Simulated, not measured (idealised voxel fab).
Process module name: voxel capacitor over wiring
Square cell edge 5 nm, section width 170 nm, ID cut.
Cross-section layout: square cells on a grid; listed as bands, top to bottom; a band spans one or more cell rows. Heads up on the band format: heights come first, top then bottom, in nm. After that it's the materials left to right, each with its width in nm. A single material flagged "full width" fills the whole band edge to edge, and "air" means there's empty space there. For the purposes of this specification, 0 denotes the height below which the wafer in its as-received condition is composed wholly of one material, and the lowermost band, lacking a lower limit, extends downward without end, as expressed in "0 -> down". Quick explanation for "30..40": the width changes in equal steps down the rows of cells, from the first number in the band's top row to the second number in its bottom row. Where a step carries "nothing got changed", the cross-section came out of it unchanged, cell for cell. "Sealed void list" specifies each empty space that is not open to the top and that occupies no fewer than 8 cells, using the form width x height at distance, the distance measured from the left edge and all three quantities in nm. If you see something after the settings on a step's line, that's the simulator's own remark about that step. The line of a step may include "overlay nm". On a step with a mask, this value is how far to the right of its planned place the mask lay. A negative value means the mask lay to the left.

plan:
1: RECEIVE [material Si]
2: CONFORMAL_DEP [material SiO2] [thk nm 10]
3: DIRECTIONAL_DEP [material TiN] [thk nm 5]
4: DIRECTIONAL_DEP [material Ru] [thk nm 5]
5: MASKED_ETCH [tone cover] [mask id METAL_1] [width nm 25] [pitch nm 80] [etch materials Ru] [depth nm 15] [overlay nm 0]
6: MASKED_ETCH [tone cover] [mask id METAL_1] [width nm 25] [pitch nm 80] [etch materials TiN] [depth nm 5] [overlay nm 0]
7: CONFORMAL_DEP [material SiCN] [thk nm 5]
8: FILL_DEP [material lowk] [thk nm 10]
9: CMP [height nm 30]
10: CONFORMAL_DEP [material SiCN] [thk nm 5]
11: DIRECTIONAL_DEP [material lowk] [thk nm 15]
12: PATTERN [tone open] [mask id PLUG_1] [material resist] [width nm 15] [thk nm 15] [overlay nm 0]
13: DIRECTIONAL_ETCH [etch materials lowk] [depth nm 15]
14: DIRECTIONAL_ETCH [etch materials SiCN] [depth nm 5]
15: STRIP [etch materials resist]
16: CONFORMAL_DEP [material TiN] [thk nm 5]
17: FILL_DEP [material Ru] [thk nm 5]
18: CMP [height nm 50]
19: DIRECTIONAL_DEP [material TiN] [thk nm 10]
20: DIRECTIONAL_DEP [material SiN] [thk nm 5]
21: DIRECTIONAL_DEP [material TiN] [thk nm 10]
22: PATTERN [tone cover] [mask id UPPER_PLATE] [material resist] [width nm 60] [thk nm 15] [overlay nm 0]
23: DIRECTIONAL_ETCH [etch materials TiN] [depth nm 10]
24: DIRECTIONAL_ETCH [etch materials SiN] [depth nm 5]
25: STRIP [etch materials resist]
26: DIRECTIONAL_DEP [material aC] [thk nm 10]
27: PATTERN [tone cover] [mask id LOWER_PLATE] [material resist] [width nm 70] [thk nm 25] [overlay nm 0]
28: DIRECTIONAL_ETCH [etch materials aC] [depth nm 10]
29: STRIP [etch materials resist]
30: DIRECTIONAL_ETCH [etch materials TiN] [depth nm 10]
31: STRIP [etch materials aC]
32: FILL_DEP [material SiO2] [thk nm 15]
33: CMP [height nm 85]
34: DIRECTIONAL_DEP [material aC] [thk nm 15]
35: PATTERN [tone open] [mask id PLUG_2] [material resist] [width nm 15] [thk nm 30] [overlay nm 0]
36: DIRECTIONAL_ETCH [etch materials aC] [depth nm 15]
37: STRIP [etch materials resist]
38: DIRECTIONAL_ETCH [etch materials SiO2] [depth nm 10]
39: STRIP [etch materials aC]
40: CONFORMAL_DEP [material TiN] [thk nm 5]
41: FILL_DEP [material Ru] [thk nm 10]
42: CMP [height nm 85]
43: CONFORMAL_DEP [material SiCN] [thk nm 5]
Split variable: thk nm, step 4. Plan value = first wafer. Wafers start alike.

The first of several wafers as received, shown in cross-section; this is its state after step 1:
* 0 -> down: Si full width
* Sealed void list: none

Depicted here is the first of several wafers in cross-section, at module completion following the last step, step 43:
* 90 -> 85: SiCN full width
* 85 -> 80: SiO2 50 nm / TiN 5 nm / Ru 5 nm / TiN 5 nm / SiO2 105 nm
* 80 -> 75: SiO2 50 nm / TiN 15 nm / SiO2 105 nm
* 75 -> 65: SiO2 40 nm / TiN 60 nm / SiO2 70 nm
* 65 -> 60: SiO2 40 nm / SiN 60 nm / SiO2 70 nm
* 60 -> 50: SiO2 35 nm / TiN 70 nm / SiO2 65 nm
* 50 -> 35: lowk 40 nm / TiN 5 nm / Ru 5 nm / TiN 5 nm / lowk 115 nm
* 35 -> 30: SiCN 40 nm / TiN 15 nm / SiCN 115 nm
* 30 -> 25: lowk full width
* 25 -> 20: lowk 25 nm / SiCN 35 nm / lowk 45 nm / SiCN 35 nm / lowk 30 nm
* 20 -> 15: lowk 25 nm / SiCN 5 nm / Ru 25 nm / SiCN 5 nm / lowk 45 nm / SiCN 5 nm / Ru 25 nm / SiCN 5 nm / lowk 30 nm
* 15 -> 10: SiCN 30 nm / TiN 25 nm / SiCN 55 nm / TiN 25 nm / SiCN 35 nm
* 10 -> 0: SiO2 full width
* 0 -> down: Si full width
* Sealed void list: none

Last-wafer cross-section at the end of the module:
* 90 -> 85: SiCN full width
* 85 -> 80: SiO2 50 nm / TiN 5 nm / Ru 5 nm / TiN 5 nm / SiO2 105 nm
* 80 -> 75: SiO2 50 nm / TiN 15 nm / SiO2 105 nm
* 75 -> 65: SiO2 40 nm / TiN 60 nm / SiO2 70 nm
* 65 -> 60: SiO2 40 nm / SiN 60 nm / SiO2 70 nm
* 60 -> 50: SiO2 35 nm / TiN 70 nm / SiO2 65 nm
* 50 -> 35: lowk 40 nm / TiN 5 nm / Ru 5 nm / TiN 5 nm / lowk 115 nm
* 35 -> 30: SiCN 40 nm / TiN 15 nm / SiCN 115 nm
* 30 -> 15: Ru full width
* 15 -> 10: TiN full width
* 10 -> 0: SiO2 full width
* 0 -> down: Si full width
* Sealed void list: none

What follows is a table in which each wafer occupies a row; for the wafer as it stands at the close of the module, the row states, material by material, how many cells have been gained (+) or lost (-) since receipt, and then gives its closed voids:
thk nm 5, +14 Ru, +107 SiCN, +12 SiN, +236 SiO2, +76 TiN, +167 lowk, Sealed void list: none
thk nm 10, +24 Ru, +111 SiCN, +12 SiN, +236 SiO2, +76 TiN, +153 lowk, Sealed void list: none
thk nm 15, +34 Ru, +101 SiCN, +12 SiN, +236 SiO2, +76 TiN, +153 lowk, Sealed void list: none
thk nm 20, +58 Ru, +93 SiCN, +12 SiN, +236 SiO2, +100 TiN, +113 lowk, Sealed void list: none
thk nm 25, +82 Ru, +89 SiCN, +12 SiN, +236 SiO2, +100 TiN, +93 lowk, Sealed void list: none
thk nm 30, +106 Ru, +65 SiCN, +12 SiN, +236 SiO2, +100 TiN, +93 lowk, Sealed void list: none
